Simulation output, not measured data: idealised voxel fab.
process module | voxel ribs on slabs
cross-section cut | 195 nm wide | cells 5 nm
A cross-section is a grid of square cells, given in bands from the top down. A band is one or more rows of cells.
Each band's line starts with the height of the band's top and of its bottom, in nm. Then come its materials from left to right, each with its width in nm. One material with "throughout" fills the band from edge to edge. "air" is empty space.
Height 0 is the level under which the wafer as received is all one material. The lowest band goes on downwards, as in "0 down".
A width such as "30 to 40" changes by the same amount from each row of cells to the next, from the band's top row to its bottom row.
"no change" after a step means that no cell of the cross-section changed.
closed voids: empty space of 8 cells or more with no open way to the top, each as width x height at its distance from the left edge, in nm
after a step's settings: what the simulator itself notes on the step
overlay nm, on a step with a mask: how far to the right of its planned place the mask lay; to the left if negative
plan
1 op RECEIVE | material Si
2 op DIRECTIONAL_DEP | material SiO2 | thk nm 20
3 op DIRECTIONAL_DEP | material SiN | thk nm 25
4 op MASKED_ETCH | tone cover | mask id RIB | width nm 15 | etch materials SiN | depth nm 5 | overlay nm 0
5 op PATTERN | tone cover | mask id SLAB | material resist | width nm 55 | thk nm 15 | overlay nm 0
6 op DIRECTIONAL_ETCH | etch materials SiN | depth nm 20
7 op STRIP | etch materials resist
8 op FILL_DEP | material SiO2 | thk nm 30
9 op CMP | height nm 65
10 op DIRECTIONAL_DEP | material W | thk nm 10
11 op DIRECTIONAL_DEP | material aC | thk nm 10
12 op PATTERN | tone cover | mask id HEATER | material resist | width nm 25 | thk nm 25 | overlay nm 0
13 op DIRECTIONAL_ETCH | etch materials aC | depth nm 10
14 op STRIP | etch materials resist
15 op DIRECTIONAL_ETCH | etch materials W | depth nm 10
16 op STRIP | etch materials aC
17 op CONFORMAL_DEP | material SiN | thk nm 10
as received, after step 1
  0 down: Si throughout
  closed voids: none
first wafer at the end, as planned
  85 to 75: air 75 | SiN 45 | air 75
  75 to 65: SiN 85 | W 25 | SiN 85
  65 to 45: SiO2 throughout
  45 to 40: SiO2 90 | SiN 15 | SiO2 90
  40 to 20: SiO2 70 | SiN 55 | SiO2 70
  20 to 0: SiO2 throughout
  0 down: Si throughout
  closed voids: none
second wafer at the end: like start, like plan, one mistake
  85 to 75: air 75 | SiN 45 | air 75
  75 to 65: SiN 85 | W 25 | SiN 85
  65 to 45: SiO2 throughout
  45 to 40: SiO2 70 | SiN 20 | SiO2 15 | SiN 20 | SiO2 70
  40 to 25: SiO2 70 | SiN 55 | SiO2 70
  25 to 20: SiN throughout
  20 to 0: SiO2 throughout
  0 down: Si throughout
  closed voids: none
what went wrong: step 4 ran as: op MASKED_ETCH | tone open | mask id RIB | width nm 15 | etch materials SiN | depth nm 5 | overlay nm 0
at the end the second wafer has, in cells: 33 more of SiN | 33 fewer of SiO2
